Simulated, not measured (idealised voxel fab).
The following process module bears the name voxel self aligned contacts.
Shown is cross-section cut, with a width of 205 nm and square cells of size 5 nm.
Cross-section layout: square cells on a grid; listed as bands, top to bottom; a band spans one or more cell rows. Look at the band entry: it leads with the top's height and the bottom's height in nm. Then it lists the materials left to right, with a width in nm for each. The word "throughout" on a single material says that material fills the band edge to edge. The word "air" is empty space. Height is counted from the level 0, under which the received wafer is composed throughout of one material. The lowest of the bands is not closed at the bottom but continues downward, in the notation "0 -> down". It should be noted that a width expressed as "30->40" varies in equal increments from row to row of cells within the band, taking the value of the first number at the top row and that of the second number at the bottom row. Where the words "all unchanged" appear for a step, the cross-section shows no cell changed by that step; every cell remained as before. Listed in "Closed internal voids": every empty space of 8 or more cells without an open way to the top. Form: width x height at distance, the distance being from the left edge, all in nm. The remark found on a step's line after its settings is issued by the simulator itself and pertains to that step. "overlay nm" on a masked step: distance the mask lay right of its planned place, negative for left. Before/after cross-section pairs, one process step each; after shown to lowest changed band; step and settings beneath. Pairs may be from different runs of this module on the same starting wafer; a pair continues from the one above only where its "Incoming profile" entry says so.

Incoming profile
65 -> 45 | 20 nm air  35 nm resist  30 nm air  35 nm resist  30 nm air  35 nm resist  20 nm air
45 -> 25 | 20 nm air  35 nm SiN  30 nm air  35 nm SiN  30 nm air  35 nm SiN  20 nm air
25 -> 0 | polySi throughout
0 -> -5 | SiO2 throughout
-5 -> down | Si throughout
Closed internal voids: none

After the Step
65 -> 45 | 20 nm air  35 nm resist  30 nm air  35 nm resist  30 nm air  35 nm resist  20 nm air
45 -> 25 | 20 nm air  35 nm SiN  30 nm air  35 nm SiN  30 nm air  35 nm SiN  20 nm air
25 -> 0 | 20 nm air  35 nm polySi  30 nm air  35 nm polySi  30 nm air  35 nm polySi  20 nm air
Below a height of 0, the structure has not been altered.
Closed internal voids: none
Connecting step for the cross-sections above: DIRECTIONAL_ETCH [etch materials polySi] [depth nm 30]

Incoming profile: the pre-step structure is the one depicted after the step in the pair just above.

After the Step
45 -> 25 | 20 nm air  35 nm SiN  30 nm air  35 nm SiN  30 nm air  35 nm SiN  20 nm air
Below a height of 25, the structure has not been altered.
Closed internal voids: none
Connecting step for the cross-sections above: STRIP [etch materials resist]

Incoming profile: the pre-step structure is the one depicted after the step in the pair just above.

After the Step
50 -> 25 | 15 nm air  45 nm SiN  20 nm air  45 nm SiN  20 nm air  45 nm SiN  15 nm air
25 -> 5 | 15 nm air  5 nm SiN  35 nm polySi  5 nm SiN  20 nm air  5 nm SiN  35 nm polySi  5 nm SiN  20 nm air  5 nm SiN  35 nm polySi  5 nm SiN  15 nm air
5 -> 0 | 20 nm SiN  35 nm polySi  30 nm SiN  35 nm polySi  30 nm SiN  35 nm polySi  20 nm SiN
Below a height of 0, the structure has not been altered.
Closed internal voids: none
Connecting step for the cross-sections above: CONFORMAL_DEP [material SiN] [thk nm 5]

Incoming profile: the pre-step structure is the one depicted after the step in the pair just above.

After the Step
45 -> 25 | 15 nm air  45 nm SiN  20 nm air  45 nm SiN  20 nm air  45 nm SiN  15 nm air
25 -> 0 | 15 nm air  5 nm SiN  35 nm polySi  5 nm SiN  20 nm air  5 nm SiN  35 nm polySi  5 nm SiN  20 nm air  5 nm SiN  35 nm polySi  5 nm SiN  15 nm air
Below a height of 0, the structure has not been altered.
Closed internal voids: none
Connecting step for the cross-sections above: DIRECTIONAL_ETCH [etch materials SiN] [depth nm 5]

Incoming profile: the pre-step structure is the one depicted after the step in the pair just above.

After the Step
60 -> 45 | SiO2 throughout
45 -> 25 | 15 nm SiO2  45 nm SiN  20 nm SiO2  45 nm SiN  20 nm SiO2  45 nm SiN  15 nm SiO2
25 -> 0 | 15 nm SiO2  5 nm SiN  35 nm polySi  5 nm SiN  20 nm SiO2  5 nm SiN  35 nm polySi  5 nm SiN  20 nm SiO2  5 nm SiN  35 nm polySi  5 nm SiN  15 nm SiO2
Below a height of 0, the structure has not been altered.
Closed internal voids: none
Connecting step for the cross-sections above: FILL_DEP [material SiO2] [thk nm 15]

Incoming profile: the pre-step structure is the one depicted after the step in the pair just above.

After the Step
55 -> 45 | SiO2 throughout
Below a height of 45, the structure has not been altered.
Closed internal voids: none
Connecting step for the cross-sections above: CMP [height nm 55]

Incoming profile: the pre-step structure is the one depicted after the step in the pair just above.

After the Step
55 -> 45 | 45 nm SiO2  50 nm air  15 nm SiO2  50 nm air  45 nm SiO2
45 -> 25 | 15 nm SiO2  45 nm SiN  20 nm air  45 nm SiN  20 nm air  45 nm SiN  15 nm SiO2
25 -> 0 | 15 nm SiO2  5 nm SiN  35 nm polySi  5 nm SiN  20 nm air  5 nm SiN  35 nm polySi  5 nm SiN  20 nm air  5 nm SiN  35 nm polySi  5 nm SiN  15 nm SiO2
0 -> -5 | 60 nm SiO2  20 nm air  45 nm SiO2  20 nm air  60 nm SiO2
Below a height of -5, the structure has not been altered.
Closed internal voids: none
Connecting step for the cross-sections above: MASKED_ETCH [tone open] [mask id CONTACT] [width nm 50] [pitch nm 65] [etch materials SiO2] [depth nm 60] [overlay nm 0]

Incoming profile: the pre-step structure is the one depicted after the step in the pair just above.

After the Step
60 -> 55 | 50 nm TiN  40 nm air  25 nm TiN  40 nm air  50 nm TiN
55 -> 45 | 45 nm SiO2  5->20 nm TiN  40->10 nm air  5->20 nm TiN  15 nm SiO2  5->20 nm TiN  40->10 nm air  5->20 nm TiN  45 nm SiO2
45 -> 25 | 15 nm SiO2  45 nm SiN  5 nm TiN  10 nm air  5 nm TiN  45 nm SiN  5 nm TiN  10 nm air  5 nm TiN  45 nm SiN  15 nm SiO2
25 -> 0 | 15 nm SiO2  5 nm SiN  35 nm polySi  5 nm SiN  5 nm TiN  10 nm air  5 nm TiN  5 nm SiN  35 nm polySi  5 nm SiN  5 nm TiN  10 nm air  5 nm TiN  5 nm SiN  35 nm polySi  5 nm SiN  15 nm SiO2
0 -> -5 | 60 nm SiO2  20 nm TiN  45 nm SiO2  20 nm TiN  60 nm SiO2
Below a height of -5, the structure has not been altered.
Closed internal voids: none
Connecting step for the cross-sections above: CONFORMAL_DEP [material TiN] [thk nm 5]

Incoming profile: the pre-step structure is the one depicted after the step in the pair just above.

After the Step
65 -> 60 | W throughout
60 -> 55 | 50 nm TiN  40 nm W  25 nm TiN  40 nm W  50 nm TiN
55 -> 45 | 45 nm SiO2  5->20 nm TiN  40->10 nm W  5->20 nm TiN  15 nm SiO2  5->20 nm TiN  40->10 nm W  5->20 nm TiN  45 nm SiO2
45 -> 25 | 15 nm SiO2  45 nm SiN  5 nm TiN  10 nm W  5 nm TiN  45 nm SiN  5 nm TiN  10 nm W  5 nm TiN  45 nm SiN  15 nm SiO2
25 -> 0 | 15 nm SiO2  5 nm SiN  35 nm polySi  5 nm SiN  5 nm TiN  10 nm W  5 nm TiN  5 nm SiN  35 nm polySi  5 nm SiN  5 nm TiN  10 nm W  5 nm TiN  5 nm SiN  35 nm polySi  5 nm SiN  15 nm SiO2
Below a height of 0, the structure has not been altered.
Closed internal voids: none
Connecting step for the cross-sections above: FILL_DEP [material W] [thk nm 5]

Incoming profile: the pre-step structure is the one depicted after the step in the pair just above.

After the Step
55 -> 45 | 45 nm SiO2  5->20 nm TiN  40->10 nm W  5->20 nm TiN  15 nm SiO2  5->20 nm TiN  40->10 nm W  5->20 nm TiN  45 nm SiO2
Below a height of 45, the structure has not been altered.
Closed internal voids: none
Connecting step for the cross-sections above: CMP [height nm 55]

Incoming profile: the pre-step structure is the one depicted after the step in the pair just above.

After the Step
60 -> 55 | SiCN throughout
Below a height of 55, the structure has not been altered.
Closed internal voids: none
Connecting step for the cross-sections above: CONFORMAL_DEP [material SiCN] [thk nm 5]

Incoming profile
50 -> 30 | SiN throughout
30 -> 0 | polySi throughout
0 -> -5 | SiO2 throughout
-5 -> down | Si throughout
Closed internal voids: none

After the Step
70 -> 50 | 25 nm air  30 nm resist  35 nm air  30 nm resist  35 nm air  30 nm resist  20 nm air
Below a height of 50, the structure has not been altered.
Closed internal voids: none
Connecting step for the cross-sections above: PATTERN [tone cover] [mask id GATE] [material resist] [width nm 30] [pitch nm 65] [thk nm 20] [overlay nm 0]

Incoming profile: the pre-step structure is the one depicted after the step in the pair just above.

After the Step
70 -> 50 | 25 nm air  30 nm resist  35 nm air  30 nm resist  35 nm air  30 nm resist  20 nm air
50 -> 30 | 25 nm air  30 nm SiN  35 nm air  30 nm SiN  35 nm air  30 nm SiN  20 nm air
Below a height of 30, the structure has not been altered.
Closed internal voids: none
Connecting step for the cross-sections above: DIRECTIONAL_ETCH [etch materials SiN] [depth nm 20]

Incoming profile: the pre-step structure is the one depicted after the step in the pair just above.

After the Step
70 -> 50 | 25 nm air  30 nm resist  35 nm air  30 nm resist  35 nm air  30 nm resist  20 nm air
50 -> 30 | 25 nm air  30 nm SiN  35 nm air  30 nm SiN  35 nm air  30 nm SiN  20 nm air
30 -> 0 | 25 nm air  30 nm polySi  35 nm air  30 nm polySi  35 nm air  30 nm polySi  20 nm air
Below a height of 0, the structure has not been altered.
Closed internal voids: none
Connecting step for the cross-sections above: DIRECTIONAL_ETCH [etch materials polySi] [depth nm 30]

Incoming profile: the pre-step structure is the one depicted after the step in the pair just above.

After the Step
50 -> 30 | 25 nm air  30 nm SiN  35 nm air  30 nm SiN  35 nm air  30 nm SiN  20 nm air
Below a height of 30, the structure has not been altered.
Closed internal voids: none
Connecting step for the cross-sections above: STRIP [etch materials resist]

Incoming profile: the pre-step structure is the one depicted after the step in the pair just above.

After the Step
55 -> 30 | 20 nm air  40 nm SiN  25 nm air  40 nm SiN  25 nm air  40 nm SiN  15 nm air
30 -> 5 | 20 nm air  5 nm SiN  30 nm polySi  5 nm SiN  25 nm air  5 nm SiN  30 nm polySi  5 nm SiN  25 nm air  5 nm SiN  30 nm polySi  5 nm SiN  15 nm air
5 -> 0 | 25 nm SiN  30 nm polySi  35 nm SiN  30 nm polySi  35 nm SiN  30 nm polySi  20 nm SiN
Below a height of 0, the structure has not been altered.
Closed internal voids: none
Connecting step for the cross-sections above: CONFORMAL_DEP [material SiN] [thk nm 5]

Incoming profile: the pre-step structure is the one depicted after the step in the pair just above.

After the Step
50 -> 30 | 20 nm air  40 nm SiN  25 nm air  40 nm SiN  25 nm air  40 nm SiN  15 nm air
30 -> 0 | 20 nm air  5 nm SiN  30 nm polySi  5 nm SiN  25 nm air  5 nm SiN  30 nm polySi  5 nm SiN  25 nm air  5 nm SiN  30 nm polySi  5 nm SiN  15 nm air
Below a height of 0, the structure has not been altered.
Closed internal voids: none
Connecting step for the cross-sections above: DIRECTIONAL_ETCH [etch materials SiN] [depth nm 5]

Incoming profile: the pre-step structure is the one depicted after the step in the pair just above.

After the Step
65 -> 50 | SiO2 throughout
50 -> 30 | 20 nm SiO2  40 nm SiN  25 nm SiO2  40 nm SiN  25 nm SiO2  40 nm SiN  15 nm SiO2
30 -> 0 | 20 nm SiO2  5 nm SiN  30 nm polySi  5 nm SiN  25 nm SiO2  5 nm SiN  30 nm polySi  5 nm SiN  25 nm SiO2  5 nm SiN  30 nm polySi  5 nm SiN  15 nm SiO2
Below a height of 0, the structure has not been altered.
Closed internal voids: none
Connecting step for the cross-sections above: FILL_DEP [material SiO2] [thk nm 15]

Incoming profile: the pre-step structure is the one depicted after the step in the pair just above.

After the Step
55 -> 50 | SiO2 throughout
Below a height of 50, the structure has not been altered.
Closed internal voids: none
Connecting step for the cross-sections above: CMP [height nm 55]

Incoming profile: the pre-step structure is the one depicted after the step in the pair just above.

After the Step
55 -> 50 | 45 nm SiO2  50 nm air  15 nm SiO2  50 nm air  45 nm SiO2
50 -> 30 | 20 nm SiO2  40 nm SiN  25 nm air  40 nm SiN  25 nm air  40 nm SiN  15 nm SiO2
30 -> 0 | 20 nm SiO2  5 nm SiN  30 nm polySi  5 nm SiN  25 nm air  5 nm SiN  30 nm polySi  5 nm SiN  25 nm air  5 nm SiN  30 nm polySi  5 nm SiN  15 nm SiO2
0 -> -5 | 60 nm SiO2  25 nm air  40 nm SiO2  25 nm air  55 nm SiO2
Below a height of -5, the structure has not been altered.
Closed internal voids: none
Connecting step for the cross-sections above: MASKED_ETCH [tone open] [mask id CONTACT] [width nm 50] [pitch nm 65] [etch materials SiO2] [depth nm 60] [overlay nm 0]

Incoming profile: the pre-step structure is the one depicted after the step in the pair just above.

After the Step
60 -> 55 | 50 nm TiN  40 nm air  25 nm TiN  40 nm air  50 nm TiN
55 -> 50 | 45 nm SiO2  20 nm TiN  15 nm air  15 nm TiN  15 nm SiO2  20 nm TiN  15 nm air  15 nm TiN  45 nm SiO2
50 -> 30 | 20 nm SiO2  40 nm SiN  5 nm TiN  15 nm air  5 nm TiN  40 nm SiN  5 nm TiN  15 nm air  5 nm TiN  40 nm SiN  15 nm SiO2
30 -> 0 | 20 nm SiO2  5 nm SiN  30 nm polySi  5 nm SiN  5 nm TiN  15 nm air  5 nm TiN  5 nm SiN  30 nm polySi  5 nm SiN  5 nm TiN  15 nm air  5 nm TiN  5 nm SiN  30 nm polySi  5 nm SiN  15 nm SiO2
0 -> -5 | 60 nm SiO2  25 nm TiN  40 nm SiO2  25 nm TiN  55 nm SiO2
Below a height of -5, the structure has not been altered.
Closed internal voids: none
Connecting step for the cross-sections above: CONFORMAL_DEP [material TiN] [thk nm 5]

Incoming profile: the pre-step structure is the one depicted after the step in the pair just above.

After the Step
65 -> 60 | W throughout
60 -> 55 | 50 nm TiN  40 nm W  25 nm TiN  40 nm W  50 nm TiN
55 -> 50 | 45 nm SiO2  20 nm TiN  15 nm W  15 nm TiN  15 nm SiO2  20 nm TiN  15 nm W  15 nm TiN  45 nm SiO2
50 -> 30 | 20 nm SiO2  40 nm SiN  5 nm TiN  15 nm W  5 nm TiN  40 nm SiN  5 nm TiN  15 nm W  5 nm TiN  40 nm SiN  15 nm SiO2
30 -> 0 | 20 nm SiO2  5 nm SiN  30 nm polySi  5 nm SiN  5 nm TiN  15 nm W  5 nm TiN  5 nm SiN  30 nm polySi  5 nm SiN  5 nm TiN  15 nm W  5 nm TiN  5 nm SiN  30 nm polySi  5 nm SiN  15 nm SiO2
Below a height of 0, the structure has not been altered.
Closed internal voids: none
Connecting step for the cross-sections above: FILL_DEP [material W] [thk nm 5]

Incoming profile: the pre-step structure is the one depicted after the step in the pair just above.

After the Step
55 -> 50 | 45 nm SiO2  20 nm TiN  15 nm W  15 nm TiN  15 nm SiO2  20 nm TiN  15 nm W  15 nm TiN  45 nm SiO2
Below a height of 50, the structure has not been altered.
Closed internal voids: none
Connecting step for the cross-sections above: CMP [height nm 55]

Incoming profile: the pre-step structure is the one depicted after the step in the pair just above.

After the Step
60 -> 55 | SiCN throughout
Below a height of 55, the structure has not been altered.
Closed internal voids: none
Connecting step for the cross-sections above: CONFORMAL_DEP [material SiCN] [thk nm 5]

Incoming profile
55 -> 50 | SiO2 throughout
50 -> 30 | 15 nm SiO2  45 nm SiN  20 nm SiO2  45 nm SiN  20 nm SiO2  45 nm SiN  15 nm SiO2
30 -> 0 | 15 nm SiO2  5 nm SiN  35 nm polySi  5 nm SiN  20 nm SiO2  5 nm SiN  35 nm polySi  5 nm SiN  20 nm SiO2  5 nm SiN  35 nm polySi  5 nm SiN  15 nm SiO2
0 -> -5 | SiO2 throughout
-5 -> down | Si throughout
Closed internal voids: none

After the Step
55 -> 50 | 40 nm SiO2  50 nm air  15 nm SiO2  50 nm air  50 nm SiO2
50 -> 30 | 15 nm SiO2  45 nm SiN  20 nm air  45 nm SiN  20 nm air  45 nm SiN  15 nm SiO2
30 -> 0 | 15 nm SiO2  5 nm SiN  35 nm polySi  5 nm SiN  20 nm air  5 nm SiN  35 nm polySi  5 nm SiN  20 nm air  5 nm SiN  35 nm polySi  5 nm SiN  15 nm SiO2
0 -> -5 | 60 nm SiO2  20 nm air  45 nm SiO2  20 nm air  60 nm SiO2
Below a height of -5, the structure has not been altered.
Closed internal voids: none
Connecting step for the cross-sections above: MASKED_ETCH [tone open] [mask id CONTACT] [width nm 50] [pitch nm 65] [etch materials SiO2] [depth nm 60] [overlay nm -5]

Incoming profile: the pre-step structure is the one depicted after the step in the pair just above.

After the Step
60 -> 55 | 45 nm TiN  40 nm air  25 nm TiN  40 nm air  55 nm TiN
55 -> 50 | 40 nm SiO2  25 nm TiN  10 nm air  15 nm TiN  15 nm SiO2  25 nm TiN  10 nm air  15 nm TiN  50 nm SiO2
50 -> 30 | 15 nm SiO2  45 nm SiN  5 nm TiN  10 nm air  5 nm TiN  45 nm SiN  5 nm TiN  10 nm air  5 nm TiN  45 nm SiN  15 nm SiO2
30 -> 0 | 15 nm SiO2  5 nm SiN  35 nm polySi  5 nm SiN  5 nm TiN  10 nm air  5 nm TiN  5 nm SiN  35 nm polySi  5 nm SiN  5 nm TiN  10 nm air  5 nm TiN  5 nm SiN  35 nm polySi  5 nm SiN  15 nm SiO2
0 -> -5 | 60 nm SiO2  20 nm TiN  45 nm SiO2  20 nm TiN  60 nm SiO2
Below a height of -5, the structure has not been altered.
Closed internal voids: none
Connecting step for the cross-sections above: CONFORMAL_DEP [material TiN] [thk nm 5]

Incoming profile: the pre-step structure is the one depicted after the step in the pair just above.

After the Step
65 -> 60 | W throughout
60 -> 55 | 45 nm TiN  40 nm W  25 nm TiN  40 nm W  55 nm TiN
55 -> 50 | 40 nm SiO2  25 nm TiN  10 nm W  15 nm TiN  15 nm SiO2  25 nm TiN  10 nm W  15 nm TiN  50 nm SiO2
50 -> 30 | 15 nm SiO2  45 nm SiN  5 nm TiN  10 nm W  5 nm TiN  45 nm SiN  5 nm TiN  10 nm W  5 nm TiN  45 nm SiN  15 nm SiO2
30 -> 0 | 15 nm SiO2  5 nm SiN  35 nm polySi  5 nm SiN  5 nm TiN  10 nm W  5 nm TiN  5 nm SiN  35 nm polySi  5 nm SiN  5 nm TiN  10 nm W  5 nm TiN  5 nm SiN  35 nm polySi  5 nm SiN  15 nm SiO2
Below a height of 0, the structure has not been altered.
Closed internal voids: none
Connecting step for the cross-sections above: FILL_DEP [material W] [thk nm 5]

Incoming profile: the pre-step structure is the one depicted after the step in the pair just above.

After the Step
55 -> 50 | 40 nm SiO2  25 nm TiN  10 nm W  15 nm TiN  15 nm SiO2  25 nm TiN  10 nm W  15 nm TiN  50 nm SiO2
Below a height of 50, the structure has not been altered.
Closed internal voids: none
Connecting step for the cross-sections above: CMP [height nm 55]

Incoming profile: the pre-step structure is the one depicted after the step in the pair just above.

After the Step
60 -> 55 | SiCN throughout
Below a height of 55, the structure has not been altered.
Closed internal voids: none
Connecting step for the cross-sections above: CONFORMAL_DEP [material SiCN] [thk nm 5]

Incoming profile
55 -> 50 | 45 nm SiO2  50 nm air  15 nm SiO2  50 nm air  45 nm SiO2
50 -> 30 | 15 nm SiO2  45 nm SiN  20 nm air  45 nm SiN  20 nm air  45 nm SiN  15 nm SiO2
30 -> 0 | 15 nm SiO2  5 nm SiN  35 nm polySi  5 nm SiN  20 nm air  5 nm SiN  35 nm polySi  5 nm SiN  20 nm air  5 nm SiN  35 nm polySi  5 nm SiN  15 nm SiO2
0 -> -5 | 60 nm SiO2  20 nm air  45 nm SiO2  20 nm air  60 nm SiO2
-5 -> down | Si throughout
Closed internal voids: none

After the Step
60 -> 55 | 50 nm SiCN  40 nm air  25 nm SiCN  40 nm air  50 nm SiCN
55 -> 50 | 45 nm SiO2  20 nm SiCN  10 nm air  20 nm SiCN  15 nm SiO2  20 nm SiCN  10 nm air  20 nm SiCN  45 nm SiO2
50 -> 30 | 15 nm SiO2  45 nm SiN  5 nm SiCN  10 nm air  5 nm SiCN  45 nm SiN  5 nm SiCN  10 nm air  5 nm SiCN  45 nm SiN  15 nm SiO2
30 -> 0 | 15 nm SiO2  5 nm SiN  35 nm polySi  5 nm SiN  5 nm SiCN  10 nm air  5 nm SiCN  5 nm SiN  35 nm polySi  5 nm SiN  5 nm SiCN  10 nm air  5 nm SiCN  5 nm SiN  35 nm polySi  5 nm SiN  15 nm SiO2
0 -> -5 | 60 nm SiO2  20 nm SiCN  45 nm SiO2  20 nm SiCN  60 nm SiO2
Below a height of -5, the structure has not been altered.
Closed internal voids: none
Connecting step for the cross-sections above: CONFORMAL_DEP [material SiCN] [thk nm 5]

Incoming profile: the pre-step structure is the one depicted after the step in the pair just above.

After the Step
65 -> 60 | W throughout
60 -> 55 | 50 nm SiCN  40 nm W  25 nm SiCN  40 nm W  50 nm SiCN
55 -> 50 | 45 nm SiO2  20 nm SiCN  10 nm W  20 nm SiCN  15 nm SiO2  20 nm SiCN  10 nm W  20 nm SiCN  45 nm SiO2
50 -> 30 | 15 nm SiO2  45 nm SiN  5 nm SiCN  10 nm W  5 nm SiCN  45 nm SiN  5 nm SiCN  10 nm W  5 nm SiCN  45 nm SiN  15 nm SiO2
30 -> 0 | 15 nm SiO2  5 nm SiN  35 nm polySi  5 nm SiN  5 nm SiCN  10 nm W  5 nm SiCN  5 nm SiN  35 nm polySi  5 nm SiN  5 nm SiCN  10 nm W  5 nm SiCN  5 nm SiN  35 nm polySi  5 nm SiN  15 nm SiO2
Below a height of 0, the structure has not been altered.
Closed internal voids: none
Connecting step for the cross-sections above: FILL_DEP [material W] [thk nm 5]

Incoming profile: the pre-step structure is the one depicted after the step in the pair just above.

After the Step
55 -> 50 | 45 nm SiO2  20 nm SiCN  10 nm W  20 nm SiCN  15 nm SiO2  20 nm SiCN  10 nm W  20 nm SiCN  45 nm SiO2
Below a height of 50, the structure has not been altered.
Closed internal voids: none
Connecting step for the cross-sections above: CMP [height nm 55]

Incoming profile: the pre-step structure is the one depicted after the step in the pair just above.

After the Step
60 -> 55 | SiCN throughout
Below a height of 55, the structure has not been altered.
Closed internal voids: none
Connecting step for the cross-sections above: CONFORMAL_DEP [material SiCN] [thk nm 5]

Incoming profile
50 -> 30 | SiN throughout
30 -> 0 | polySi throughout
0 -> -5 | SiO2 throughout
-5 -> down | Si throughout
Closed internal voids: none

After the Step
70 -> 50 | 20 nm resist  35 nm air  30 nm resist  35 nm air  30 nm resist  35 nm air  20 nm resist
Below a height of 50, the structure has not been altered.
Closed internal voids: none
Connecting step for the cross-sections above: PATTERN [tone open] [mask id GATE] [material resist] [width nm 35] [pitch nm 65] [thk nm 20] [overlay nm 0]

Incoming profile: the pre-step structure is the one depicted after the step in the pair just above.

After the Step
70 -> 50 | 20 nm resist  35 nm air  30 nm resist  35 nm air  30 nm resist  35 nm air  20 nm resist
50 -> 30 | 20 nm SiN  35 nm air  30 nm SiN  35 nm air  30 nm SiN  35 nm air  20 nm SiN
Below a height of 30, the structure has not been altered.
Closed internal voids: none
Connecting step for the cross-sections above: DIRECTIONAL_ETCH [etch materials SiN] [depth nm 20]

Incoming profile: the pre-step structure is the one depicted after the step in the pair just above.

After the Step
70 -> 50 | 20 nm resist  35 nm air  30 nm resist  35 nm air  30 nm resist  35 nm air  20 nm resist
50 -> 30 | 20 nm SiN  35 nm air  30 nm SiN  35 nm air  30 nm SiN  35 nm air  20 nm SiN
30 -> 0 | 20 nm polySi  35 nm air  30 nm polySi  35 nm air  30 nm polySi  35 nm air  20 nm polySi
Below a height of 0, the structure has not been altered.
Closed internal voids: none
Connecting step for the cross-sections above: DIRECTIONAL_ETCH [etch materials polySi] [depth nm 30]

Incoming profile: the pre-step structure is the one depicted after the step in the pair just above.

After the Step
50 -> 30 | 20 nm SiN  35 nm air  30 nm SiN  35 nm air  30 nm SiN  35 nm air  20 nm SiN
Below a height of 30, the structure has not been altered.
Closed internal voids: none
Connecting step for the cross-sections above: STRIP [etch materials resist]

Incoming profile: the pre-step structure is the one depicted after the step in the pair just above.

After the Step
55 -> 30 | 25 nm SiN  25 nm air  40 nm SiN  25 nm air  40 nm SiN  25 nm air  25 nm SiN
30 -> 5 | 20 nm polySi  5 nm SiN  25 nm air  5 nm SiN  30 nm polySi  5 nm SiN  25 nm air  5 nm SiN  30 nm polySi  5 nm SiN  25 nm air  5 nm SiN  20 nm polySi
5 -> 0 | 20 nm polySi  35 nm SiN  30 nm polySi  35 nm SiN  30 nm polySi  35 nm SiN  20 nm polySi
Below a height of 0, the structure has not been altered.
Closed internal voids: none
Connecting step for the cross-sections above: CONFORMAL_DEP [material SiN] [thk nm 5]

Incoming profile: the pre-step structure is the one depicted after the step in the pair just above.

After the Step
50 -> 30 | 25 nm SiN  25 nm air  40 nm SiN  25 nm air  40 nm SiN  25 nm air  25 nm SiN
30 -> 0 | 20 nm polySi  5 nm SiN  25 nm air  5 nm SiN  30 nm polySi  5 nm SiN  25 nm air  5 nm SiN  30 nm polySi  5 nm SiN  25 nm air  5 nm SiN  20 nm polySi
Below a height of 0, the structure has not been altered.
Closed internal voids: none
Connecting step for the cross-sections above: DIRECTIONAL_ETCH [etch materials SiN] [depth nm 5]

Incoming profile: the pre-step structure is the one depicted after the step in the pair just above.

After the Step
65 -> 50 | SiO2 throughout
50 -> 30 | 25 nm SiN  25 nm SiO2  40 nm SiN  25 nm SiO2  40 nm SiN  25 nm SiO2  25 nm SiN
30 -> 0 | 20 nm polySi  5 nm SiN  25 nm SiO2  5 nm SiN  30 nm polySi  5 nm SiN  25 nm SiO2  5 nm SiN  30 nm polySi  5 nm SiN  25 nm SiO2  5 nm SiN  20 nm polySi
Below a height of 0, the structure has not been altered.
Closed internal voids: none
Connecting step for the cross-sections above: FILL_DEP [material SiO2] [thk nm 15]

Incoming profile: the pre-step structure is the one depicted after the step in the pair just above.

After the Step
55 -> 50 | SiO2 throughout
Below a height of 50, the structure has not been altered.
Closed internal voids: none
Connecting step for the cross-sections above: CMP [height nm 55]

Incoming profile: the pre-step structure is the one depicted after the step in the pair just above.

After the Step
55 -> 50 | 45 nm SiO2  50 nm air  15 nm SiO2  50 nm air  45 nm SiO2
50 -> 30 | 25 nm SiN  20 nm SiO2  5 nm air  40 nm SiN  5 nm air  15 nm SiO2  5 nm air  40 nm SiN  5 nm air  20 nm SiO2  25 nm SiN
30 -> 0 | 20 nm polySi  5 nm SiN  20 nm SiO2  5 nm air  5 nm SiN  30 nm polySi  5 nm SiN  5 nm air  15 nm SiO2  5 nm air  5 nm SiN  30 nm polySi  5 nm SiN  5 nm air  20 nm SiO2  5 nm SiN  20 nm polySi
0 -> -5 | 45 nm SiO2  5 nm air  40 nm SiO2  5 nm air  15 nm SiO2  5 nm air  40 nm SiO2  5 nm air  45 nm SiO2
Below a height of -5, the structure has not been altered.
Closed internal voids: none
Connecting step for the cross-sections above: MASKED_ETCH [tone open] [mask id CONTACT] [width nm 50] [pitch nm 65] [etch materials SiO2] [depth nm 60] [overlay nm 0]

Incoming profile: the pre-step structure is the one depicted after the step in the pair just above.

After the Step
60 -> 55 | 50 nm TiN  40 nm air  25 nm TiN  40 nm air  50 nm TiN
55 -> 50 | 45 nm SiO2  50 nm TiN  15 nm SiO2  50 nm TiN  45 nm SiO2
50 -> 30 | 25 nm SiN  20 nm SiO2  5 nm TiN  40 nm SiN  5 nm TiN  15 nm SiO2  5 nm TiN  40 nm SiN  5 nm TiN  20 nm SiO2  25 nm SiN
30 -> 0 | 20 nm polySi  5 nm SiN  20 nm SiO2  5 nm TiN  5 nm SiN  30 nm polySi  5 nm SiN  5 nm TiN  15 nm SiO2  5 nm TiN  5 nm SiN  30 nm polySi  5 nm SiN  5 nm TiN  20 nm SiO2  5 nm SiN  20 nm polySi
0 -> -5 | 45 nm SiO2  5 nm TiN  40 nm SiO2  5 nm TiN  15 nm SiO2  5 nm TiN  40 nm SiO2  5 nm TiN  45 nm SiO2
Below a height of -5, the structure has not been altered.
Closed internal voids: none
Connecting step for the cross-sections above: CONFORMAL_DEP [material TiN] [thk nm 5]

Incoming profile: the pre-step structure is the one depicted after the step in the pair just above.

After the Step
65 -> 60 | W throughout
60 -> 55 | 50 nm TiN  40 nm W  25 nm TiN  40 nm W  50 nm TiN
Below a height of 55, the structure has not been altered.
Closed internal voids: none
Connecting step for the cross-sections above: FILL_DEP [material W] [thk nm 5]

Incoming profile: the pre-step structure is the one depicted after the step in the pair just above.

After the Step
55 -> 50 | 45 nm SiO2  50 nm TiN  15 nm SiO2  50 nm TiN  45 nm SiO2
Below a height of 50, the structure has not been altered.
Closed internal voids: none
Connecting step for the cross-sections above: CMP [height nm 55]

Incoming profile: the pre-step structure is the one depicted after the step in the pair just above.

After the Step
60 -> 55 | SiCN throughout
Below a height of 55, the structure has not been altered.
Closed internal voids: none
Connecting step for the cross-sections above: CONFORMAL_DEP [material SiCN] [thk nm 5]
